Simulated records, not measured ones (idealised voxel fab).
This is a process module. Its name is voxel gate over fins.
In the cross-section labelled cut, the width is 160 nm and each square cell is 5 nm.
When this document writes out a cross-section, it uses a grid of square cells and lists it as bands, beginning at the top and moving down, with a band standing for one or more rows of cells. Read a band's entry like this: the first values are the height of its top and the height of its bottom in nm, and what follows is the sequence of materials from left to right, each with its width in nm. Note that "empty" is empty space, and that a single material marked "throughout" reaches across the band from edge to edge. Measure heights from 0. That's the level where, below it, the as-received wafer is all one material. The lowest band is bottomless and extends downward; write it as in "0 and below". Top row gets the first number, bottom row gets the second, and each row in between changes by the same step: that is how a band width like "30 to 40" works. "no modification" means the step left every cell of the cross-section as it was. Basically, "Enclosed void list" tells you about the enclosed voids: empty spaces with no open way to the top, 8 cells or bigger, each written width x height at distance, where distance is from the left edge, all in nm. That trailing text on a step's line, after the settings, is the simulator's own remark on the step. Steps that use a mask can have "overlay nm" on their line. It says how far the mask sat to the right of where it was meant to be. Negative means to the left.
Steps planned for the process
1 RECEIVE | material Si
2 CONFORMAL_DEP | material SiN | thk nm 5
3 PATTERN | tone cover | mask id FINS | material resist | width nm 15 | pitch nm 50 | thk nm 15 | overlay nm 0
4 DIRECTIONAL_ETCH | etch materials SiN | depth nm 5
5 DIRECTIONAL_ETCH | etch materials Si | depth nm 40
6 STRIP | etch materials resist
7 FILL_DEP | material SiO2 | thk nm 15
8 CMP | height nm 5
9 DIRECTIONAL_DEP | material aC | thk nm 15
10 PATTERN | tone open | mask id RAIL | material resist | width nm 15 | thk nm 30 | overlay nm 0
11 DIRECTIONAL_ETCH | etch materials aC | depth nm 15
12 STRIP | etch materials resist
13 DIRECTIONAL_ETCH | etch materials SiO2 | depth nm 40
14 STRIP | etch materials aC
15 CONFORMAL_DEP | material TiN | thk nm 5
16 FILL_DEP | material Ru | thk nm 5
17 CMP | height nm 5
18 SELECTIVE_ETCH | etch materials W Ru TiN | depth nm 25
19 FILL_DEP | material SiO2 | thk nm 5
20 CMP | height nm 5
21 SELECTIVE_ETCH | etch materials SiO2 | depth nm 15
22 STRIP | etch materials SiN
23 CONFORMAL_DEP | material HfO2 | thk nm 5
24 CONFORMAL_DEP | material TiN | thk nm 5
25 CONFORMAL_DEP | material TiAl | thk nm 5
26 CONFORMAL_DEP | material TiN | thk nm 5
27 FILL_DEP | material W | thk nm 15
28 CMP | height nm 30
29 CONFORMAL_DEP | material SiCN | thk nm 10
Cross-section, incoming material, after step 1
* 0 and below: Si throughout
* Enclosed void list: none
Starting structure and process plan are as shown above, but one mistake was made in running the module; the wafer cross-section at the end of the module follows
* 40 down to 30: SiCN throughout
* 30 down to 20: W throughout
* 20 down to 15: TiN (155) | W (5)
* 15 down to 10: TiN (5) | TiAl (45) | TiN (5) | TiAl (45) | TiN (5) | TiAl (45) | TiN (5) | W (5)
* 10 down to 5: TiN (5) | TiAl (5) | TiN (35) | TiAl (5) | TiN (5) | TiAl (5) | TiN (35) | TiAl (5) | TiN (5) | TiAl (5) | TiN (35) | TiAl (5) | TiN (10)
* 5 down to 0: TiAl (10) | TiN (5) | HfO2 (25) | TiN (5) | TiAl (15) | TiN (5) | HfO2 (25) | TiN (5) | TiAl (15) | TiN (5) | HfO2 (25) | TiN (5) | TiAl (15)
* 0 down to -5: TiN (15) | HfO2 (5) | Si (15) | HfO2 (5) | TiN (25) | HfO2 (5) | Si (15) | HfO2 (5) | TiN (25) | HfO2 (5) | Si (15) | HfO2 (5) | TiN (20)
* -5 down to -10: HfO2 (10) | TiN (5) | HfO2 (5) | Si (15) | HfO2 (5) | TiN (5) | HfO2 (15) | TiN (5) | HfO2 (5) | Si (15) | HfO2 (5) | TiN (5) | HfO2 (15) | TiN (5) | HfO2 (5) | Si (15) | HfO2 (5) | TiN (5) | HfO2 (15)
* -10 down to -15: SiO2 (5) | HfO2 (15) | Si (15) | HfO2 (15) | SiO2 (5) | HfO2 (15) | Si (15) | HfO2 (15) | SiO2 (5) | HfO2 (15) | Si (15) | HfO2 (15) | SiO2 (10)
* -15 down to -20: SiO2 (20) | Si (15) | SiO2 (35) | Si (15) | SiO2 (35) | Si (15) | SiO2 (25)
* -20 down to -30: SiO2 (20) | Si (15) | SiO2 (10) | TiN (5) | Ru (5) | TiN (5) | SiO2 (10) | Si (15) | SiO2 (35) | Si (15) | SiO2 (25)
* -30 down to -35: SiO2 (20) | Si (15) | SiO2 (10) | TiN (15) | SiO2 (10) | Si (15) | SiO2 (35) | Si (15) | SiO2 (25)
* -35 down to -40: SiO2 (20) | Si (15) | SiO2 (35) | Si (15) | SiO2 (35) | Si (15) | SiO2 (25)
* -40 and below: Si throughout
* Enclosed void list: none
It is concluded that the wafer was processed incorrectly with respect to the plan, in that steps 21 and 22 got flipped, so each one ran where the other should have
